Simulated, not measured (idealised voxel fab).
Title: Process Module voxel ribs on slabs
Pictured: cross-section cut, 190 nm wide, on a grid of 5 nm square cells.
Cross-sections here: square-cell grids, written as top-down lists of bands, a band being one or more rows of cells. Top height, bottom height, nm. Materials left to right, width each, nm. Single material + "full width" = fills band edge to edge. "empty" = empty. Heights are measured from 0, the level below which the as-received wafer is all one material; the lowest band has no bottom and continues downward, written as in "from 0 down". The two numbers in a width such as "30->40" mark its ends across the band: the first belongs to the top row of cells, the second to the bottom row, and from each row to the next the width moves by the same amount. Take "no modifications" at face value: in the step it is given for, the cross-section changed in none of its cells. Enclosed voids (no open way to top), threshold 8 cells or more, entry "Closed void register", notation width x height at distance, distance from left edge, nm. If you see something after the settings on a step's line, that's the simulator's own remark about that step. "overlay nm", when on a step's line for a step with a mask, measures how far to the right of its planned place the mask lay; a negative measure means to the left.

### Planned process steps
1: RECEIVE,material Si
2: DIRECTIONAL_DEP,material SiO2,thk nm 25
3: DIRECTIONAL_DEP,material SiN,thk nm 15
4: PATTERN,tone cover,mask id RIB,material resist,width nm 30,thk nm 20,overlay nm 0
5: DIRECTIONAL_ETCH,etch materials SiN,depth nm 5
6: STRIP,etch materials resist
7: MASKED_ETCH,tone cover,mask id SLAB,width nm 80,etch materials SiN,depth nm 10,overlay nm 0
8: FILL_DEP,material SiO2,thk nm 20
9: CMP,height nm 50
10: DIRECTIONAL_DEP,material TiN,thk nm 10
11: PATTERN,tone cover,mask id HEATER,material resist,width nm 40,thk nm 20,overlay nm 0
12: DIRECTIONAL_ETCH,etch materials TiN,depth nm 10
13: STRIP,etch materials resist
14: CONFORMAL_DEP,material SiN,thk nm 5

### Below: the first of two wafers, run as planned

### Wafer as received: cross-section following step 1
> from 0 down = Si full width
> Closed void register: none

### After step 2, in cross-section
> from 25 to 0 = SiO2 full width
> Below 0, no change.

### After step 3, in cross-section
> from 40 to 25 = SiN full width
> Below 25, no change.

### After step 4, in cross-section
> from 60 to 40 = empty 80, resist 30, empty 80
> Below 40, no change.

### After step 5, in cross-section
> from 60 to 40 = empty 80, resist 30, empty 80
> from 40 to 35 = empty 80, SiN 30, empty 80
> Below 35, no change.

### After step 6, in cross-section
> from 40 to 35 = empty 80, SiN 30, empty 80
> Below 35, no change.

### After step 7, in cross-section
> from 40 to 35 = empty 80, SiN 30, empty 80
> from 35 to 25 = empty 55, SiN 80, empty 55
> Below 25, no change.

### After step 8, in cross-section
> from 60 to 40 = SiO2 full width
> from 40 to 35 = SiO2 80, SiN 30, SiO2 80
> from 35 to 25 = SiO2 55, SiN 80, SiO2 55
> Below 25, no change.

### After step 9, in cross-section
> from 50 to 40 = SiO2 full width
> Below 40, no change.

### After step 10, in cross-section
> from 60 to 50 = TiN full width
> Below 50, no change.

### After step 11, in cross-section
> from 80 to 60 = empty 75, resist 40, empty 75
> Below 60, no change.

### After step 12, in cross-section
> from 80 to 60 = empty 75, resist 40, empty 75
> from 60 to 50 = empty 75, TiN 40, empty 75
> Below 50, no change.

### After step 13, in cross-section
> from 60 to 50 = empty 75, TiN 40, empty 75
> Below 50, no change.

### After step 14, in cross-section
> from 65 to 60 = empty 70, SiN 50, empty 70
> from 60 to 55 = empty 70, SiN 5, TiN 40, SiN 5, empty 70
> from 55 to 50 = SiN 75, TiN 40, SiN 75
> Below 50, no change.

### Second wafer. Start and plan as for the first. One mistake made in running. Agrees with the first up to and including step 6

### The second wafer in cross-section, at the planned close of step 7
> from 40 to 35 = empty 80, SiN 30, empty 80
> from 35 to 25 = empty 60, SiN 70, empty 60
> Below 25, no change.

### The second wafer in cross-section, at the planned close of step 8
> from 60 to 40 = SiO2 full width
> from 40 to 35 = SiO2 80, SiN 30, SiO2 80
> from 35 to 25 = SiO2 60, SiN 70, SiO2 60
> Below 25, no change.

### The second wafer in cross-section, at the planned close of step 9
> from 50 to 40 = SiO2 full width
> Below 40, no change.

### The second wafer in cross-section, at the planned close of step 10
> from 60 to 50 = TiN full width
> Below 50, no change.

### The second wafer in cross-section, at the planned close of step 11
> from 80 to 60 = empty 75, resist 40, empty 75
> Below 60, no change.

### The second wafer in cross-section, at the planned close of step 12
> from 80 to 60 = empty 75, resist 40, empty 75
> from 60 to 50 = empty 75, TiN 40, empty 75
> Below 50, no change.

### The second wafer in cross-section, at the planned close of step 13
> from 60 to 50 = empty 75, TiN 40, empty 75
> Below 50, no change.

### The second wafer in cross-section, at the planned close of step 14
> from 65 to 60 = empty 70, SiN 50, empty 70
> from 60 to 55 = empty 70, SiN 5, TiN 40, SiN 5, empty 70
> from 55 to 50 = SiN 75, TiN 40, SiN 75
> Below 50, no change.
Error vs. plan: step 7 ran with different settings than intended, the actual operation and settings being MASKED_ETCH,tone cover,mask id SLAB,width nm 70,etch materials SiN,depth nm 10,overlay nm 0
Final wafer comparison in cells, second versus first, more or fewer per material: 4 fewer of SiN | 4 more of SiO2
